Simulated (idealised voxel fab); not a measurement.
Process module heading - voxel self aligned contacts
Each square cell in cross-section cut measures 5 nm, and the section as a whole is 205 nm wide.
Notation: cross-section as square-cell grid; stated in bands, top first, going down; one or more cell rows per band.
This entry defines a band. It first specifies the height of the band's top and the height of its bottom in nm, and then specifies the band's materials from left to right, stating each material with its width in nm. The word "all across" identifies a single material that fills the band from edge to edge, while the word "blank" identifies empty space.
Note: height 0 marks the level under which the wafer is uniformly one material as received. Lowest band unbounded below, written "0 and below".
You'd read "30..40" like this: the band's top row of cells is as wide as the first number, its bottom row is as wide as the second, and going down, every row changes width by the same amount as the row before did.
"no change occurred" -> step changed no cross-section cell.
In "Enclosed void list" the enclosed voids are listed, meaning empty spaces of 8 cells or larger without any opening to the top. The form is width x height at distance, distance from the left edge, units nm.
Formally, on a step line, whatever follows the settings is a remark that the simulator itself makes on the step.
Steps that use a mask can have "overlay nm" on their line. It says how far the mask sat to the right of where it was meant to be. Negative means to the left.
**List of planned process steps**
1. RECEIVE | material Si
2. CONFORMAL_DEP | material SiO2 | thk nm 5
3. DIRECTIONAL_DEP | material polySi | thk nm 20
4. DIRECTIONAL_DEP | material SiN | thk nm 15
5. MASKED_ETCH | tone cover | mask id GATE | width nm 30 | pitch nm 65 | etch materials SiN | depth nm 15 | overlay nm 0
6. MASKED_ETCH | tone cover | mask id GATE | width nm 30 | pitch nm 65 | etch materials polySi | depth nm 20 | overlay nm 0
7. CONFORMAL_DEP | material SiN | thk nm 5
8. DIRECTIONAL_ETCH | etch materials SiN | depth nm 5
9. FILL_DEP | material SiO2 | thk nm 20
10. CMP | height nm 50
11. DIRECTIONAL_DEP | material aC | thk nm 10
12. PATTERN | tone open | mask id CONTACT | material resist | width nm 45 | thk nm 25 | overlay nm -15
13. DIRECTIONAL_ETCH | etch materials aC | depth nm 10
14. STRIP | etch materials resist
15. DIRECTIONAL_ETCH | etch materials SiO2 | depth nm 50
16. STRIP | etch materials aC
17. CONFORMAL_DEP | material TiN | thk nm 5
18. FILL_DEP | material W | thk nm 10
19. CMP | height nm 50
20. CONFORMAL_DEP | material SiN | thk nm 5
Variable across wafers: step 12 overlay nm (plan value is that of the first wafer; starting state common to all).
**Cross-section: the first of several wafers in its as-received state, i.e. following step 1**
> 0 and below = Si all across
> Enclosed void list: none
**The figure below presents a cross-section of the first of several wafers at the conclusion of the module, following its last step, step 20**
> 55 down to 50 = SiN all across
> 50 down to 40 = 65 of SiO2; 5..30 of TiN; 35..10 of W; 5 of TiN; 95 of SiO2
> 40 down to 25 = 50 of SiO2; 40 of SiN; 5 of TiN; 10 of W; 5 of TiN; 5 of SiO2; 40 of SiN; 50 of SiO2
> 25 down to 5 = 50 of SiO2; 5 of SiN; 30 of polySi; 5 of SiN; 5 of TiN; 10 of W; 5 of TiN; 5 of SiO2; 5 of SiN; 30 of polySi; 5 of SiN; 50 of SiO2
> 5 down to 0 = 90 of SiO2; 20 of TiN; 95 of SiO2
> 0 and below = Si all across
> Enclosed void list: none
**A cross-section through the last wafer at the close of the module**
> 55 down to 50 = SiN all across
> 50 down to 40 = 95 of SiO2; 5 of TiN; 35..10 of W; 5..30 of TiN; 65 of SiO2
> 40 down to 25 = 50 of SiO2; 40 of SiN; 5 of SiO2; 5 of TiN; 10 of W; 5 of TiN; 40 of SiN; 50 of SiO2
> 25 down to 5 = 50 of SiO2; 5 of SiN; 30 of polySi; 5 of SiN; 5 of SiO2; 5 of TiN; 10 of W; 5 of TiN; 5 of SiN; 30 of polySi; 5 of SiN; 50 of SiO2
> 5 down to 0 = 95 of SiO2; 20 of TiN; 90 of SiO2
> 0 and below = Si all across
> Enclosed void list: none
**Note: the following table is arranged by wafer, a row apiece. Each row reports the end-of-module state: per material, cells gained (+) or cells lost (-) compared with the wafer as received; closed voids follow**
overlay nm -15, +105 SiN, +248 SiO2, +27 TiN, +23 W, +48 polySi, Enclosed void list: none
overlay nm -10, +105 SiN, +240 SiO2, +27 TiN, +31 W, +48 polySi, Enclosed void list: none
overlay nm -5, +105 SiN, +240 SiO2, +27 TiN, +31 W, +48 polySi, Enclosed void list: none
overlay nm 0, +105 SiN, +240 SiO2, +27 TiN, +31 W, +48 polySi, Enclosed void list: none
overlay nm 5, +105 SiN, +240 SiO2, +27 TiN, +31 W, +48 polySi, Enclosed void list: none
overlay nm 10, +105 SiN, +240 SiO2, +27 TiN, +31 W, +48 polySi, Enclosed void list: none
overlay nm 15, +105 SiN, +248 SiO2, +27 TiN, +23 W, +48 polySi, Enclosed void list: none
